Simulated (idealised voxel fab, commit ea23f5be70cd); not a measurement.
Herein follows the process module entitled voxel trench capacitor.
We display cut, a cross-section 205 nm in width whose square cells are each 5 nm.
Throughout this document, each cross-section is represented as a grid of square cells and is presented as a sequence of bands enumerated from the top downward, where a band comprises one or more rows of cells. A band entry consists of two parts. The first gives the height of the band's top and the height of its bottom, in nm. The rest lists the band's materials from left to right, each with its width in nm. A single material labelled with the word "edge to edge" fills the band from edge to edge, and the word "air" marks empty space. For the purposes of this specification, 0 denotes the height below which the wafer in its as-received condition is composed wholly of one material, and the lowermost band, lacking a lower limit, extends downward without end, as expressed in "0 and below". Think of "30..40" as a width that walks from the first number to the second as you go down the band, top row to bottom row, taking equal-sized steps from row to row. What does "nothing changed" mean for a step? It means no cell of the cross-section changed in that step. Closed empty spaces (no open way to the top) of 8 cells or more are what "closed voids" lists, each as width x height at distance from the left edge, nm for all three. Formally, on a step line, whatever follows the settings is a remark that the simulator itself makes on the step. The setting "overlay nm" may be written on the line of a step. When the step uses a mask, the value reports how far to the right of the planned place the mask lay, and a negative value reports that it lay to the left.

# Listed below are the process steps as planned
1. RECEIVE [material Si]
2. CONFORMAL_DEP [material SiN] [thk nm 10]
3. DIRECTIONAL_DEP [material aC] [thk nm 15]
4. PATTERN [tone open] [mask id TRENCH] [material resist] [width nm 25] [pitch nm 45] [thk nm 35] [overlay nm 0]
5. DIRECTIONAL_ETCH [etch materials aC] [depth nm 15]
6. STRIP [etch materials resist]
7. DIRECTIONAL_ETCH [etch materials SiN] [depth nm 10]
8. DIRECTIONAL_ETCH [etch materials Si] [depth nm 40]
9. STRIP [etch materials aC]
10. CONFORMAL_DEP [material HfO2] [thk nm 5]
11. CONFORMAL_DEP [material TiN] [thk nm 5]
12. FILL_DEP [material W] [thk nm 5]
13. CMP [height nm 10]

# First out of two wafers; run went to plan

# Here's what the wafer looked like in cross-section when it arrived - that's after step 1
  0 and below: Si edge to edge
  closed voids: none

# Cross-section through the wafer, step 2 finished
  10 down to 0: SiN edge to edge
  Rest of section, below 0: as before.

# Cross-section through the wafer, step 3 finished
  25 down to 10: aC edge to edge
  Rest of section, below 10: as before.

# Cross-section through the wafer, step 4 finished
  60 down to 25: resist 65 nm, air 25 nm, resist 20 nm, air 25 nm, resist 70 nm
  Rest of section, below 25: as before.

# Cross-section through the wafer, step 5 finished
  45 down to 25: resist 65 nm, air 25 nm, resist 20 nm, air 25 nm, resist 70 nm
  25 down to 10: aC 65 nm, air 25 nm, aC 20 nm, air 25 nm, aC 70 nm
  Rest of section, below 10: as before.

# Cross-section through the wafer, step 6 finished
  25 down to 10: aC 65 nm, air 25 nm, aC 20 nm, air 25 nm, aC 70 nm
  Rest of section, below 10: as before.

# Cross-section through the wafer, step 7 finished
  25 down to 10: aC 65 nm, air 25 nm, aC 20 nm, air 25 nm, aC 70 nm
  10 down to 0: SiN 65 nm, air 25 nm, SiN 20 nm, air 25 nm, SiN 70 nm
  Rest of section, below 0: as before.

# Cross-section through the wafer, step 8 finished
  25 down to 10: aC 65 nm, air 25 nm, aC 20 nm, air 25 nm, aC 70 nm
  10 down to 0: SiN 65 nm, air 25 nm, SiN 20 nm, air 25 nm, SiN 70 nm
  0 down to -40: Si 65 nm, air 25 nm, Si 20 nm, air 25 nm, Si 70 nm
  Rest of section, below -40: as before.

# Cross-section through the wafer, step 9 finished
  10 down to 0: SiN 65 nm, air 25 nm, SiN 20 nm, air 25 nm, SiN 70 nm
  Rest of section, below 0: as before.

# Cross-section through the wafer, step 10 finished
  15 down to 10: HfO2 70 nm, air 15 nm, HfO2 30 nm, air 15 nm, HfO2 75 nm
  10 down to 0: SiN 65 nm, HfO2 5 nm, air 15 nm, HfO2 5 nm, SiN 20 nm, HfO2 5 nm, air 15 nm, HfO2 5 nm, SiN 70 nm
  0 down to -35: Si 65 nm, HfO2 5 nm, air 15 nm, HfO2 5 nm, Si 20 nm, HfO2 5 nm, air 15 nm, HfO2 5 nm, Si 70 nm
  -35 down to -40: Si 65 nm, HfO2 25 nm, Si 20 nm, HfO2 25 nm, Si 70 nm
  Rest of section, below -40: as before.

# Cross-section through the wafer, step 11 finished
  20 down to 15: TiN 75 nm, air 5 nm, TiN 40 nm, air 5 nm, TiN 80 nm
  15 down to 10: HfO2 70 nm, TiN 5 nm, air 5 nm, TiN 5 nm, HfO2 30 nm, TiN 5 nm, air 5 nm, TiN 5 nm, HfO2 75 nm
  10 down to 0: SiN 65 nm, HfO2 5 nm, TiN 5 nm, air 5 nm, TiN 5 nm, HfO2 5 nm, SiN 20 nm, HfO2 5 nm, TiN 5 nm, air 5 nm, TiN 5 nm, HfO2 5 nm, SiN 70 nm
  0 down to -30: Si 65 nm, HfO2 5 nm, TiN 5 nm, air 5 nm, TiN 5 nm, HfO2 5 nm, Si 20 nm, HfO2 5 nm, TiN 5 nm, air 5 nm, TiN 5 nm, HfO2 5 nm, Si 70 nm
  -30 down to -35: Si 65 nm, HfO2 5 nm, TiN 15 nm, HfO2 5 nm, Si 20 nm, HfO2 5 nm, TiN 15 nm, HfO2 5 nm, Si 70 nm
  Rest of section, below -35: as before.

# Cross-section through the wafer, step 12 finished
  25 down to 20: W edge to edge
  20 down to 15: TiN 75 nm, W 5 nm, TiN 40 nm, W 5 nm, TiN 80 nm
  15 down to 10: HfO2 70 nm, TiN 5 nm, W 5 nm, TiN 5 nm, HfO2 30 nm, TiN 5 nm, W 5 nm, TiN 5 nm, HfO2 75 nm
  10 down to 0: SiN 65 nm, HfO2 5 nm, TiN 5 nm, W 5 nm, TiN 5 nm, HfO2 5 nm, SiN 20 nm, HfO2 5 nm, TiN 5 nm, W 5 nm, TiN 5 nm, HfO2 5 nm, SiN 70 nm
  0 down to -30: Si 65 nm, HfO2 5 nm, TiN 5 nm, W 5 nm, TiN 5 nm, HfO2 5 nm, Si 20 nm, HfO2 5 nm, TiN 5 nm, W 5 nm, TiN 5 nm, HfO2 5 nm, Si 70 nm
  Rest of section, below -30: as before.

# Cross-section through the wafer, step 13 finished
  10 down to 0: SiN 65 nm, HfO2 5 nm, TiN 5 nm, W 5 nm, TiN 5 nm, HfO2 5 nm, SiN 20 nm, HfO2 5 nm, TiN 5 nm, W 5 nm, TiN 5 nm, HfO2 5 nm, SiN 70 nm
  Rest of section, below 0: as before.

# It is to be noted that the second wafer proceeded from the same initial state and according to the same plan as the first, although one mistake was committed in its execution; through step 7, inclusive, the two wafers share an identical history

# Cross-section of the second wafer corresponding to the planned conclusion of step 8
  25 down to 10: aC 65 nm, air 25 nm, aC 20 nm, air 25 nm, aC 70 nm
  10 down to 0: SiN 65 nm, air 25 nm, SiN 20 nm, air 25 nm, SiN 70 nm
  0 down to -80: Si 65 nm, air 25 nm, Si 20 nm, air 25 nm, Si 70 nm
  Rest of section, below -80: as before.

# Cross-section of the second wafer corresponding to the planned conclusion of step 9
  10 down to 0: SiN 65 nm, air 25 nm, SiN 20 nm, air 25 nm, SiN 70 nm
  Rest of section, below 0: as before.

# Cross-section of the second wafer corresponding to the planned conclusion of step 10
  15 down to 10: HfO2 70 nm, air 15 nm, HfO2 30 nm, air 15 nm, HfO2 75 nm
  10 down to 0: SiN 65 nm, HfO2 5 nm, air 15 nm, HfO2 5 nm, SiN 20 nm, HfO2 5 nm, air 15 nm, HfO2 5 nm, SiN 70 nm
  0 down to -75: Si 65 nm, HfO2 5 nm, air 15 nm, HfO2 5 nm, Si 20 nm, HfO2 5 nm, air 15 nm, HfO2 5 nm, Si 70 nm
  -75 down to -80: Si 65 nm, HfO2 25 nm, Si 20 nm, HfO2 25 nm, Si 70 nm
  Rest of section, below -80: as before.

# Cross-section of the second wafer corresponding to the planned conclusion of step 11
  20 down to 15: TiN 75 nm, air 5 nm, TiN 40 nm, air 5 nm, TiN 80 nm
  15 down to 10: HfO2 70 nm, TiN 5 nm, air 5 nm, TiN 5 nm, HfO2 30 nm, TiN 5 nm, air 5 nm, TiN 5 nm, HfO2 75 nm
  10 down to 0: SiN 65 nm, HfO2 5 nm, TiN 5 nm, air 5 nm, TiN 5 nm, HfO2 5 nm, SiN 20 nm, HfO2 5 nm, TiN 5 nm, air 5 nm, TiN 5 nm, HfO2 5 nm, SiN 70 nm
  0 down to -70: Si 65 nm, HfO2 5 nm, TiN 5 nm, air 5 nm, TiN 5 nm, HfO2 5 nm, Si 20 nm, HfO2 5 nm, TiN 5 nm, air 5 nm, TiN 5 nm, HfO2 5 nm, Si 70 nm
  -70 down to -75: Si 65 nm, HfO2 5 nm, TiN 15 nm, HfO2 5 nm, Si 20 nm, HfO2 5 nm, TiN 15 nm, HfO2 5 nm, Si 70 nm
  Rest of section, below -75: as before.

# Cross-section of the second wafer corresponding to the planned conclusion of step 12
  25 down to 20: W edge to edge
  20 down to 15: TiN 75 nm, W 5 nm, TiN 40 nm, W 5 nm, TiN 80 nm
  15 down to 10: HfO2 70 nm, TiN 5 nm, W 5 nm, TiN 5 nm, HfO2 30 nm, TiN 5 nm, W 5 nm, TiN 5 nm, HfO2 75 nm
  10 down to 0: SiN 65 nm, HfO2 5 nm, TiN 5 nm, W 5 nm, TiN 5 nm, HfO2 5 nm, SiN 20 nm, HfO2 5 nm, TiN 5 nm, W 5 nm, TiN 5 nm, HfO2 5 nm, SiN 70 nm
  0 down to -70: Si 65 nm, HfO2 5 nm, TiN 5 nm, W 5 nm, TiN 5 nm, HfO2 5 nm, Si 20 nm, HfO2 5 nm, TiN 5 nm, W 5 nm, TiN 5 nm, HfO2 5 nm, Si 70 nm
  Rest of section, below -70: as before.

# Cross-section of the second wafer corresponding to the planned conclusion of step 13
  10 down to 0: SiN 65 nm, HfO2 5 nm, TiN 5 nm, W 5 nm, TiN 5 nm, HfO2 5 nm, SiN 20 nm, HfO2 5 nm, TiN 5 nm, W 5 nm, TiN 5 nm, HfO2 5 nm, SiN 70 nm
  Rest of section, below 0: as before.
In executing the process, a mistake was made relative to the plan: it should be noted that step 8 of the plan was executed twice
Final tally in cells, some materials are higher or lower on the second wafer than on the first: HfO2: 32 more, Si: 80 fewer, TiN: 32 more, W: 16 more
